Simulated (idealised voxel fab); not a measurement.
process module | voxel plated lines
cross-section cut | 160 nm wide | cells 5 nm
A cross-section is a grid of square cells, given in bands from the top down. A band is one or more rows of cells.
Each band's line starts with the height of the band's top and of its bottom, in nm. Then come its materials from left to right, each with its width in nm. One material with "throughout" fills the band from edge to edge. "air" is empty space.
Height 0 is the level under which the wafer as received is all one material. The lowest band goes on downwards, as in "0 down".
A width such as "30 to 40" changes by the same amount from each row of cells to the next, from the band's top row to its bottom row.
"no change" after a step means that no cell of the cross-section changed.
closed voids: empty space of 8 cells or more with no open way to the top, each as width x height at its distance from the left edge, in nm
after a step's settings: what the simulator itself notes on the step
overlay nm, on a step with a mask: how far to the right of its planned place the mask lay; to the left if negative
plan
1 op RECEIVE | material Si
2 op CONFORMAL_DEP | material SiO2 | thk nm 5
3 op DIRECTIONAL_DEP | material TiN | thk nm 5
4 op PATTERN | tone open | mask id LINES | material resist | width nm 15 | pitch nm 30 | thk nm 25 | overlay nm 0
5 op EPI | material Ru | thk nm 5
6 op EPI | material Ru | thk nm 5
7 op STRIP | etch materials resist
8 op DIRECTIONAL_ETCH | etch materials TiN | depth nm 5
9 op CONFORMAL_DEP | material SiO2 | thk nm 5
as received, after step 1
  0 down: Si throughout
  closed voids: none
first wafer at the end, as planned
  25 to 20: air 50 | SiO2 25 | air 5 | SiO2 25 | air 55
  20 to 10: air 50 | SiO2 5 | Ru 15 | SiO2 5 | air 5 | SiO2 5 | Ru 15 | SiO2 5 | air 55
  10 to 5: SiO2 55 | TiN 15 | SiO2 15 | TiN 15 | SiO2 60
  5 to 0: SiO2 throughout
  0 down: Si throughout
  closed voids: none
second wafer at the end: like start, like plan, one mistake
  35 to 20: air 40 | SiO2 75 | air 45
  20 to 10: SiO2 55 | Ru 15 | SiO2 15 | Ru 15 | SiO2 60
  10 to 5: SiO2 55 | TiN 15 | SiO2 15 | TiN 15 | SiO2 60
  5 to 0: SiO2 throughout
  0 down: Si throughout
  closed voids: none
what went wrong: step 9 ran as: op CONFORMAL_DEP | material SiO2 | thk nm 15
at the end the second wafer has, in cells: 79 more of SiO2
